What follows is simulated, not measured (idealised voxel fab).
Proc. module: voxel capacitor over wiring
Pictured: cross-section cut, 295 nm wide, on a grid of 5 nm square cells.
The cross-sections in this document take the form of a grid made of square cells. They are written out as bands, in order from top to bottom. Each band consists of one or more rows of cells. What a band's entry tells you: where the top is and where the bottom is, as heights in nm, and after that what lies inside, material by material from left to right, each with its width in nm. Empty space is written as the word "empty", and a single material marked with the word "full width" occupies the band from edge to edge. Height datum 0, below which the as-received substrate wafer is one material. Lowest band open at the bottom, running downward: "0 -> down". Read "30->40" as a graded width: first number on top, second number at the bottom, same change between each pair of neighbouring rows. Step marked "nothing altered"? Then no cell in the cross-section changed in it. In "Trapped void list" the enclosed voids are listed, meaning empty spaces of 8 cells or larger without any opening to the top. The form is width x height at distance, distance from the left edge, units nm. Formally, on a step line, whatever follows the settings is a remark that the simulator itself makes on the step. "overlay nm" answers the question of how far to the right of plan the mask lay on a step that has a mask, and when it is negative the answer is to the left.

Plan
step 1: RECEIVE,material Si
step 2: CONFORMAL_DEP,material SiO2,thk nm 15
step 3: CONFORMAL_DEP,material SiCN,thk nm 5
step 4: DIRECTIONAL_DEP,material SiO2,thk nm 25
step 5: PATTERN,tone open,mask id METAL_1,material resist,width nm 30,pitch nm 95,thk nm 20,overlay nm 0
step 6: DIRECTIONAL_ETCH,etch materials SiO2,depth nm 25
step 7: DIRECTIONAL_ETCH,etch materials SiCN,depth nm 5
step 8: STRIP,etch materials resist
step 9: CONFORMAL_DEP,material TiN,thk nm 5
step 10: FILL_DEP,material Cu,thk nm 10
step 11: CMP,height nm 45
step 12: CONFORMAL_DEP,material SiCN,thk nm 5
step 13: DIRECTIONAL_DEP,material SiO2,thk nm 10
step 14: MASKED_ETCH,tone open,mask id PLUG_1,width nm 15,etch materials SiO2,depth nm 10,overlay nm 0
step 15: MASKED_ETCH,tone open,mask id PLUG_1,width nm 15,etch materials SiCN,depth nm 5,overlay nm 0
step 16: EPI,material Ru,thk nm 10
step 17: EPI,material Ru,thk nm 5
step 18: DIRECTIONAL_DEP,material TiN,thk nm 5
step 19: DIRECTIONAL_DEP,material SiN,thk nm 5
step 20: DIRECTIONAL_DEP,material TiN,thk nm 5
step 21: MASKED_ETCH,tone cover,mask id UPPER_PLATE,width nm 70,etch materials TiN,depth nm 5,overlay nm 0
step 22: MASKED_ETCH,tone cover,mask id UPPER_PLATE,width nm 70,etch materials SiN,depth nm 5,overlay nm 0
step 23: DIRECTIONAL_DEP,material aC,thk nm 15
step 24: PATTERN,tone cover,mask id LOWER_PLATE,material resist,width nm 80,thk nm 35,overlay nm 0
step 25: DIRECTIONAL_ETCH,etch materials aC,depth nm 15
step 26: STRIP,etch materials resist
step 27: DIRECTIONAL_ETCH,etch materials TiN,depth nm 5
step 28: STRIP,etch materials aC
step 29: FILL_DEP,material SiO2,thk nm 15
step 30: CMP,height nm 85
step 31: DIRECTIONAL_DEP,material aC,thk nm 10
step 32: PATTERN,tone open,mask id PLUG_2,material resist,width nm 15,thk nm 25,overlay nm 0
step 33: DIRECTIONAL_ETCH,etch materials aC,depth nm 10
step 34: STRIP,etch materials resist
step 35: DIRECTIONAL_ETCH,etch materials SiO2,depth nm 10
step 36: STRIP,etch materials aC
step 37: CONFORMAL_DEP,material TiN,thk nm 5
step 38: FILL_DEP,material Ru,thk nm 5
step 39: CMP,height nm 85
step 40: CONFORMAL_DEP,material SiCN,thk nm 5

Cross-sectional view of the wafer in its as-received condition, corresponding to the state after step 1
    0 -> down = Si full width
    Trapped void list: none

Result of the module, cross-sectioned: start per above, plan per above, one error in how it was run
    90 -> 85 = SiCN full width
    85 -> 80 = 110 SiO2, 5 TiN, 5 Ru, 5 TiN, 170 SiO2
    80 -> 70 = 110->100 SiO2, 15->70 TiN, 170->125 SiO2
    70 -> 65 = 100 SiO2, 70 SiN, 125 SiO2
    65 -> 60 = 95 SiO2, 80 TiN, 120 SiO2
    60 -> 50 = 100 SiO2, 15 Ru, 180 SiO2
    50 -> 45 = 100 SiCN, 15 Ru, 180 SiCN
    45 -> 30 = 85 SiO2, 5 TiN, 20 Cu, 5 TiN, 65 SiO2, 5 TiN, 20 Cu, 5 TiN, 85 SiO2
    30 -> 25 = 85 SiCN, 30 TiN, 65 SiCN, 30 TiN, 85 SiCN
    25 -> 15 = SiCN full width
    15 -> 0 = SiO2 full width
    0 -> down = Si full width
    Trapped void list: none
Error vs. plan: step 3 ran as: CONFORMAL_DEP,material SiCN,thk nm 15
